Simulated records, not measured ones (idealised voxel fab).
Presented below is a process module, voxel tone inversion.
The cross-section on display is named cut; it measures 215 nm wide, and its cells are 5 nm squares.
When this document writes out a cross-section, it uses a grid of square cells and lists it as bands, beginning at the top and moving down, with a band standing for one or more rows of cells.
Quick guide to a band line: top height, bottom height (nm) up front; then every material left to right with its width in nm. Only one material and it's marked "full width"? Then it fills the band edge to edge. And "blank" just means empty space.
Basically, 0 is our baseline, since under it the wafer straight out of the box is all one material. The bottom band has no lower end and keeps on going down, so it looks like "z 0 and below".
Think of "30..40" as a width that walks from the first number to the second as you go down the band, top row to bottom row, taking equal-sized steps from row to row.
When a step is marked "left unchanged", none of the cells in the cross-section changed during that step.
Each empty space that has no open way to the top and spans at least 8 cells appears under "Internal closed voids" as width x height at distance, the distance counted from the left edge, all in nm.
If you see something after the settings on a step's line, that's the simulator's own remark about that step.
What "overlay nm" on a step's line means: if the step has a mask, that mask lay this far to the right of its planned place, or, when the value is negative, to the left.
The steps planned for the process are as follows
| 1 | RECEIVE: material Si |
| 2 | CONFORMAL_DEP: material SiN, thk nm 10 |
| 3 | DIRECTIONAL_DEP: material polySi, thk nm 25 |
| 4 | PATTERN: tone cover, mask id POSTS, material resist, width nm 15, pitch nm 50, thk nm 35, overlay nm 0 |
| 5 | DIRECTIONAL_ETCH: etch materials polySi, depth nm 25 |
| 6 | STRIP: etch materials resist |
| 7 | FILL_DEP: material lowk, thk nm 5 |
| 8 | CMP: height nm 35 |
| 9 | STRIP: etch materials polySi |
| 10 | CONFORMAL_DEP: material TiN, thk nm 5 |
| 11 | FILL_DEP: material Ru, thk nm 10 |
| 12 | CMP: height nm 35 |
| 13 | CONFORMAL_DEP: material SiCN, thk nm 5 |
Heads up: all these wafers start the same, and what changes between them is the width nm in step 4. The value you see in the plan is just what the first wafer got.
Cross-section of the first of several wafers on receipt, reflecting completion of step 1
	z 0 and below  Si full width
	Internal closed voids: none
Once step 13, the last step, is complete, the module is at its end; this is the cross-section of the first of several wafers
	z 40 to 35  SiCN full width
	z 35 to 15  50 of lowk | 5 of TiN | 5 of Ru | 5 of TiN | 35 of lowk | 5 of TiN | 5 of Ru | 5 of TiN | 35 of lowk | 5 of TiN | 5 of Ru | 5 of TiN | 50 of lowk
	z 15 to 10  50 of lowk | 15 of TiN | 35 of lowk | 15 of TiN | 35 of lowk | 15 of TiN | 50 of lowk
	z 10 to 0  SiN full width
	z 0 and below  Si full width
	Internal closed voids: none
Cross-section at module completion, last wafer
	z 40 to 35  SiCN full width
	z 35 to 15  40 of lowk | 5 of TiN | 25 of Ru | 5 of TiN | 15 of lowk | 5 of TiN | 25 of Ru | 5 of TiN | 15 of lowk | 5 of TiN | 25 of Ru | 5 of TiN | 40 of lowk
	z 15 to 10  40 of lowk | 35 of TiN | 15 of lowk | 35 of TiN | 15 of lowk | 35 of TiN | 40 of lowk
	z 10 to 0  SiN full width
	z 0 and below  Si full width
	Internal closed voids: none
Rows = wafers. At module end, each row lists per material the cells gained (+) or lost (-) since the wafer was received, then the closed voids
width nm 15, +12 Ru, +43 SiCN, +86 SiN, +33 TiN, +170 lowk, Internal closed voids: none
width nm 20, +24 Ru, +43 SiCN, +86 SiN, +36 TiN, +155 lowk, Internal closed voids: none
width nm 25, +36 Ru, +43 SiCN, +86 SiN, +39 TiN, +140 lowk, Internal closed voids: none
width nm 30, +48 Ru, +43 SiCN, +86 SiN, +42 TiN, +125 lowk, Internal closed voids: none
width nm 35, +60 Ru, +43 SiCN, +86 SiN, +45 TiN, +110 lowk, Internal closed voids: none
